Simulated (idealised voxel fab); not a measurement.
Module name: voxel local oxidation (process module)
Each square cell in cross-section cut measures 5 nm, and the section as a whole is 145 nm wide.
A cross-section in this document is a grid of square cells, and it is written down as bands, the top band listed before the ones below it; a band is made up of one or more rows of cells. It is stipulated that each band's entry specify, in nanometres, the height of the top of the band and then that of its bottom, followed by the materials of the band in left-to-right sequence, each together with its width in nanometres. A single material marked by the word "everywhere" is understood to fill the band from edge to edge; the word "air" is understood to denote empty space. Beneath 0, the wafer as received is one material, and that level is where height counting begins. The lowest band goes on downward without a bottom; it is written like "from 0 down". Top row gets the first number, bottom row gets the second, and each row in between changes by the same step: that is how a band width like "30..40" works. When a step is marked "nothing different", none of the cells in the cross-section changed during that step. Entrapped void list: empty space of 8 cells or more with no open way to the top, each as width x height at its distance from the left edge, in nm. Whatever follows a step's settings on its line is a remark the simulator itself makes about that step. "overlay nm" denotes, for a step that has a mask, the displacement of the mask to the right of its planned place, with negative values corresponding to the left.

### These are the steps we planned for the process
1: RECEIVE,material Si
2: OXIDIZE,depth nm 5
3: CONFORMAL_DEP,material SiN,thk nm 10
4: MASKED_ETCH,tone cover,mask id ACTIVE,width nm 110,etch materials SiN,depth nm 10,overlay nm 0
5: SELECTIVE_ETCH,etch materials SiO2,depth nm 5
6: OXIDIZE,depth nm 15
7: STRIP,etch materials SiN

### Cross-section of the wafer at receipt, which is the condition after step 1
- from 0 down = Si everywhere
- Entrapped void list: none

### Post-module cross-section of the first of two wafers (run per plan)
- from 0 to -5 = 20 of air | 100 of SiO2 | 25 of air
- from -5 to -20 = 35 of SiO2 | 70 of Si | 40 of SiO2
- from -20 down = Si everywhere
- Entrapped void list: none

### Second wafer cross-section at end of module - shared start and plan with the first, one mistake in the run
- from -5 to -20 = 35 of air | 70 of Si | 40 of air
- from -20 down = Si everywhere
- Entrapped void list: none
Heads up, the wafer didn't run the way we planned it: planned and actual differ for step 7; actual: STRIP,etch materials SiO2
The closing comparison, in cells, has the second wafer with more or fewer of some materials than the first: SiO2: 65 fewer
